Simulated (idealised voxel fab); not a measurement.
The document below concerns the process module designated voxel ribs on slabs.
Square cell edge 5 nm, section width 165 nm, ID cut.
Cross-section layout: square cells on a grid; listed as bands, top to bottom; a band spans one or more cell rows. It is stipulated that each band's entry specify, in nanometres, the height of the top of the band and then that of its bottom, followed by the materials of the band in left-to-right sequence, each together with its width in nanometres. A single material marked by the word "full width" is understood to fill the band from edge to edge; the word "blank" is understood to denote empty space. Basically, 0 is our baseline, since under it the wafer straight out of the box is all one material. The bottom band has no lower end and keeps on going down, so it looks like "0 down". Graded width ("30 to 40"): value in top row of band = first number; value in bottom row = second number; row-to-row change constant. "same as before" (step): cross-section cells unchanged, all of them. In "Sealed void list" the enclosed voids are listed, meaning empty spaces of 8 cells or larger without any opening to the top. The form is width x height at distance, distance from the left edge, units nm. Note: text after step settings on the step line = simulator remark on that step. overlay nm: where the mask lay relative to plan, measured to the right, on steps with a mask; negatives go left.
Process steps (planned):
| 1 | RECEIVE, material Si |
| 2 | DIRECTIONAL_DEP, material SiO2, thk nm 30 |
| 3 | DIRECTIONAL_DEP, material SiN, thk nm 15 |
| 4 | DIRECTIONAL_DEP, material aC, thk nm 10 |
| 5 | PATTERN, tone cover, mask id RIB, material resist, width nm 25, thk nm 25, overlay nm 0 |
| 6 | DIRECTIONAL_ETCH, etch materials aC, depth nm 10 |
| 7 | STRIP, etch materials resist |
| 8 | DIRECTIONAL_ETCH, etch materials SiN, depth nm 10 |
| 9 | STRIP, etch materials aC |
| 10 | MASKED_ETCH, tone cover, mask id SLAB, width nm 55, etch materials SiN, depth nm 5, overlay nm 0 |
| 11 | FILL_DEP, material SiO2, thk nm 25 |
| 12 | CMP, height nm 65 |
| 13 | DIRECTIONAL_DEP, material TiN, thk nm 5 |
| 14 | DIRECTIONAL_DEP, material aC, thk nm 10 |
| 15 | PATTERN, tone cover, mask id HEATER, material resist, width nm 35, thk nm 30, overlay nm 0 |
| 16 | DIRECTIONAL_ETCH, etch materials aC, depth nm 10 |
| 17 | STRIP, etch materials resist |
| 18 | DIRECTIONAL_ETCH, etch materials TiN, depth nm 5 |
| 19 | STRIP, etch materials aC |
| 20 | CONFORMAL_DEP, material SiO2, thk nm 10 |
Step 1 complete: cross-section of the wafer as received:
	0 down: Si full width
	Sealed void list: none
Cross-sectional result after module completion. Note: starting condition and plan are unchanged from above; one processing mistake was made:
	80 to 75: 55 nm blank  55 nm SiO2  55 nm blank
	75 to 70: SiO2 full width
	70 to 65: 65 nm SiO2  35 nm TiN  65 nm SiO2
	65 to 45: TiN full width
	45 to 35: 70 nm TiN  25 nm SiN  70 nm TiN
	35 to 30: 55 nm TiN  55 nm SiN  55 nm TiN
	30 to 0: SiO2 full width
	0 down: Si full width
	Sealed void list: none
Heads up, the wafer didn't run the way we planned it: off-plan run, step 11, actual operation and settings FILL_DEP, material TiN, thk nm 25
